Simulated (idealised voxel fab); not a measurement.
process module | voxel self aligned contacts
cross-section cut | 165 nm wide | cells 5 nm
A cross-section is a grid of square cells, given in bands from the top down. A band is one or more rows of cells.
Each band's line starts with the height of the band's top and of its bottom, in nm. Then come its materials from left to right, each with its width in nm. One material with "throughout" fills the band from edge to edge. "air" is empty space.
Height 0 is the level under which the wafer as received is all one material. The lowest band goes on downwards, as in "0 down".
A width such as "30 to 40" changes by the same amount from each row of cells to the next, from the band's top row to its bottom row.
"no change" after a step means that no cell of the cross-section changed.
closed voids: empty space of 8 cells or more with no open way to the top, each as width x height at its distance from the left edge, in nm
after a step's settings: what the simulator itself notes on the step
overlay nm, on a step with a mask: how far to the right of its planned place the mask lay; to the left if negative
plan
1 op RECEIVE | material Si
2 op CONFORMAL_DEP | material SiO2 | thk nm 5
3 op DIRECTIONAL_DEP | material polySi | thk nm 30
4 op DIRECTIONAL_DEP | material SiN | thk nm 15
5 op MASKED_ETCH | tone cover | mask id GATE | width nm 35 | pitch nm 70 | etch materials SiN | depth nm 15 | overlay nm 0
6 op MASKED_ETCH | tone cover | mask id GATE | width nm 25 | pitch nm 70 | etch materials polySi | depth nm 30 | overlay nm 0
7 op CONFORMAL_DEP | material SiN | thk nm 5
8 op DIRECTIONAL_ETCH | etch materials SiN | depth nm 5
9 op FILL_DEP | material SiO2 | thk nm 15
10 op CMP | height nm 55
11 op MASKED_ETCH | tone open | mask id CONTACT | width nm 45 | etch materials SiO2 | depth nm 55 | overlay nm 0
12 op CONFORMAL_DEP | material TiN | thk nm 5
13 op FILL_DEP | material Ru | thk nm 10
14 op CMP | height nm 55
15 op CONFORMAL_DEP | material SiCN | thk nm 5
varied across the wafers: width nm of step 6. The plan shows the first wafer's value. All wafers start alike
first wafer as received, after step 1
  0 down: Si throughout
  closed voids: none
each wafer at the end: cells of each material gained (+) or lost (-) since it was received, then its closed voids
width nm 25 | +30 Ru | +33 SiCN | +78 SiN | +142 SiO2 | +29 TiN | +84 polySi | closed voids: none
width nm 30 | +30 Ru | +33 SiCN | +78 SiN | +142 SiO2 | +29 TiN | +84 polySi | closed voids: none
width nm 35 | +30 Ru | +33 SiCN | +78 SiN | +142 SiO2 | +29 TiN | +84 polySi | closed voids: none
width nm 40 | +23 Ru | +33 SiCN | +78 SiN | +137 SiO2 | +29 TiN | +96 polySi | closed voids: none
width nm 45 | +16 Ru | +33 SiCN | +78 SiN | +132 SiO2 | +29 TiN | +108 polySi | closed voids: none
width nm 50 | +9 Ru | +33 SiCN | +78 SiN | +127 SiO2 | +29 TiN | +120 polySi | closed voids: none
